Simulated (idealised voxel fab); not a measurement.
This section sets out a process module, namely voxel gate over fins.
Cross-sectional view cut (width: 190 nm; square cell size: 5 nm).
The cross-sections in this document take the form of a grid made of square cells. They are written out as bands, in order from top to bottom. Each band consists of one or more rows of cells.
The band entry comprises the height of the band's top followed by the height of its bottom, expressed in nm, and subsequently the band's materials from left to right, each stated together with its width in nm. Where a single material is marked with the word "throughout", that material fills the band from edge to edge. The word "blank" represents empty space.
Ref level 0: as-received wafer is one material below here. Bottom band extends down with no lower bound ("0 down").
Per-row width for "30 to 40": begins at first number (top row of band), ends at second number (bottom row), increment between rows held constant.
The designation "identical to before", where it is given for a processing step, indicates that no cell of the cross-section was altered in the course of that step.
The label "Closed-off voids" introduces a list of the empty spaces, 8 cells or larger, that have no open way up to the top; each entry in it reads width x height at distance, where the distance is taken from the left edge and all three are stated in nm.
Where a step's line continues beyond its settings, the continuation is a remark by the simulator itself on that step.
Steps that use a mask can have "overlay nm" on their line. It says how far the mask sat to the right of where it was meant to be. Negative means to the left.

PLANNED PROCESS STEPS
- 1: RECEIVE with material Si
- 2: CONFORMAL_DEP with material SiN, thk nm 5
- 3: MASKED_ETCH with tone cover, mask id FINS, width nm 15, pitch nm 50, etch materials SiN, depth nm 5, overlay nm 0
- 4: MASKED_ETCH with tone cover, mask id FINS, width nm 15, pitch nm 50, etch materials Si, depth nm 30, overlay nm 0
- 5: FILL_DEP with material SiO2, thk nm 5
- 6: CMP with height nm 5
- 7: DIRECTIONAL_DEP with material aC, thk nm 15
- 8: PATTERN with tone open, mask id RAIL, material resist, width nm 15, thk nm 30, overlay nm 0
- 9: DIRECTIONAL_ETCH with etch materials aC, depth nm 15
- 10: STRIP with etch materials resist
- 11: DIRECTIONAL_ETCH with etch materials SiO2, depth nm 30
- 12: STRIP with etch materials aC
- 13: CONFORMAL_DEP with material TiN, thk nm 5
- 14: FILL_DEP with material W, thk nm 5
- 15: CMP with height nm 5
- 16: SELECTIVE_ETCH with etch materials W Ru TiN, depth nm 25
- 17: FILL_DEP with material SiO2, thk nm 5
- 18: CMP with height nm 5
- 19: SELECTIVE_ETCH with etch materials SiO2, depth nm 15
- 20: STRIP with etch materials SiN
- 21: CONFORMAL_DEP with material HfO2, thk nm 5
- 22: CONFORMAL_DEP with material TiN, thk nm 5
- 23: FILL_DEP with material W, thk nm 15
- 24: CMP with height nm 20
- 25: CONFORMAL_DEP with material SiCN, thk nm 5

CROSS-SECTION OF THE WAFER AS IT CAME TO US, I.E., ALREADY THROUGH STEP 1
    0 down  Si throughout
    Closed-off voids: none

LOOKING AT THE FIRST OF TWO WAFERS IN CROSS-SECTION AT END OF MODULE - RAN TO PLAN
    25 to 20  SiCN throughout
    20 to 10  W throughout
    10 to 5  W: 25, then TiN: 35, then W: 15, then TiN: 35, then W: 15, then TiN: 35, then W: 30
    5 to 0  W: 25, then TiN: 5, then HfO2: 25, then TiN: 5, then W: 15, then TiN: 5, then HfO2: 25, then TiN: 5, then W: 15, then TiN: 5, then HfO2: 25, then TiN: 5, then W: 30
    0 to -5  TiN: 30, then HfO2: 5, then Si: 15, then HfO2: 5, then TiN: 25, then HfO2: 5, then Si: 15, then HfO2: 5, then TiN: 25, then HfO2: 5, then Si: 15, then HfO2: 5, then TiN: 35
    -5 to -10  HfO2: 35, then Si: 15, then HfO2: 35, then Si: 15, then HfO2: 35, then Si: 15, then HfO2: 40
    -10 to -20  SiO2: 35, then Si: 15, then SiO2: 35, then Si: 15, then SiO2: 35, then Si: 15, then SiO2: 40
    -20 to -25  SiO2: 35, then Si: 15, then SiO2: 10, then TiN: 15, then SiO2: 10, then Si: 15, then SiO2: 35, then Si: 15, then SiO2: 40
    -25 to -30  SiO2: 35, then Si: 15, then SiO2: 35, then Si: 15, then SiO2: 35, then Si: 15, then SiO2: 40
    -30 down  Si throughout
    Closed-off voids: none

SECOND WAFER CROSS-SECTION AT END OF MODULE - SHARED START AND PLAN WITH THE FIRST, ONE MISTAKE IN THE RUN
    25 to 20  SiCN throughout
    20 to 10  W throughout
    10 to 5  W: 25, then TiN: 35, then W: 15, then TiN: 35, then W: 15, then TiN: 35, then W: 30
    5 to 0  W: 25, then TiN: 5, then HfO2: 25, then TiN: 5, then W: 15, then TiN: 5, then HfO2: 25, then TiN: 5, then W: 15, then TiN: 5, then HfO2: 25, then TiN: 5, then W: 30
    0 to -5  TiN: 30, then HfO2: 5, then Si: 15, then HfO2: 5, then TiN: 25, then HfO2: 5, then Si: 15, then HfO2: 5, then TiN: 25, then HfO2: 5, then Si: 15, then HfO2: 5, then TiN: 35
    -5 to -10  HfO2: 35, then Si: 15, then HfO2: 35, then Si: 15, then HfO2: 35, then Si: 15, then HfO2: 40
    -10 to -20  SiO2: 35, then Si: 15, then SiO2: 35, then Si: 15, then SiO2: 35, then Si: 15, then SiO2: 40
    -20 to -25  SiO2: 35, then Si: 15, then SiO2: 10, then TiN: 15, then SiO2: 10, then Si: 15, then SiO2: 35, then Si: 15, then SiO2: 40
    -25 to -60  SiO2: 35, then Si: 15, then SiO2: 35, then Si: 15, then SiO2: 35, then Si: 15, then SiO2: 40
    -60 down  Si throughout
    Closed-off voids: none
Misprocessing identified: step 4 of the plan was carried out twice
At the finish, the second wafer shows more or fewer cells for some materials than the first does: Si: 174 fewer, SiO2: 174 more
